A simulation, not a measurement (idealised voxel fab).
A process module follows: voxel self aligned contacts.
It is cross-section cut that appears here, measuring 300 nm in width, its square cells being 5 nm in size.
Cross-section, as written here: a square-cell grid given band by band from the top down, where a band holds one or more rows of cells.
Within each band entry, the heights of the top and of the bottom of the band appear first, in that order and in nm; the materials of the band then follow from left to right, each with its corresponding width in nm. The designation "everywhere" on a single material indicates that it fills the band from edge to edge; the designation "air" indicates empty space.
Below 0: as-received wafer, all one material; heights counted from there. Lowest band: no bottom, goes on down, written "0 and below".
Top row gets the first number, bottom row gets the second, and each row in between changes by the same step: that is how a band width like "30->40" works.
When a step is marked "remained unchanged", none of the cells in the cross-section changed during that step.
If an empty space has no open way to the top and is at least 8 cells in size, "Enclosed voids" lists it, written width x height at distance, where distance is measured from the left edge and every value is in nm.
Where a step's line continues beyond its settings, the continuation is a remark by the simulator itself on that step.
overlay nm, on a step with a mask: how far to the right of its planned place the mask lay; to the left if negative
Planned step list for the process:
1) RECEIVE with material Si
2) OXIDIZE with depth nm 5
3) DIRECTIONAL_DEP with material polySi, thk nm 30
4) DIRECTIONAL_DEP with material SiN, thk nm 20
5) DIRECTIONAL_DEP with material aC, thk nm 10
6) PATTERN with tone cover, mask id GATE, material resist, width nm 30, pitch nm 65, thk nm 30, overlay nm 0
7) DIRECTIONAL_ETCH with etch materials aC, depth nm 10
8) STRIP with etch materials resist
9) DIRECTIONAL_ETCH with etch materials SiN, depth nm 20
10) DIRECTIONAL_ETCH with etch materials polySi, depth nm 30
11) STRIP with etch materials aC
12) CONFORMAL_DEP with material SiN, thk nm 5
13) DIRECTIONAL_ETCH with etch materials SiN, depth nm 5
14) FILL_DEP with material SiO2, thk nm 10
15) CMP with height nm 55
16) MASKED_ETCH with tone open, mask id CONTACT, width nm 45, pitch nm 65, etch materials SiO2, depth nm 60, overlay nm -15
17) CONFORMAL_DEP with material TiN, thk nm 5
18) FILL_DEP with material Ru, thk nm 10
19) CMP with height nm 55
20) CONFORMAL_DEP with material SiN, thk nm 5
Every wafer here starts from the same state; it is the step 16 overlay nm that distinguishes them, and the value the plan gives belongs to the first wafer.
The first of several wafers, as received after step 1, seen in section:
	0 and below: Si everywhere
	Enclosed voids: none
The following table contains a row per wafer, in which are reported, at the conclusion of the module, the cells of each material gained (+) or lost (-) since the wafer's receipt, with its closed voids given thereafter:
overlay nm -15 | +44 Ru | -60 Si | +192 SiN | +374 SiO2 | +62 TiN | +108 polySi | Enclosed voids: none
overlay nm -10 | +66 Ru | -60 Si | +192 SiN | +352 SiO2 | +62 TiN | +108 polySi | Enclosed voids: none
overlay nm -5 | +66 Ru | -60 Si | +192 SiN | +352 SiO2 | +62 TiN | +108 polySi | Enclosed voids: none
overlay nm 0 | +66 Ru | -60 Si | +192 SiN | +352 SiO2 | +62 TiN | +108 polySi | Enclosed voids: none
overlay nm 5 | +66 Ru | -60 Si | +192 SiN | +352 SiO2 | +62 TiN | +108 polySi | Enclosed voids: none
overlay nm 10 | +66 Ru | -60 Si | +192 SiN | +352 SiO2 | +62 TiN | +108 polySi | Enclosed voids: none
overlay nm 15 | +44 Ru | -60 Si | +192 SiN | +374 SiO2 | +62 TiN | +108 polySi | Enclosed voids: none
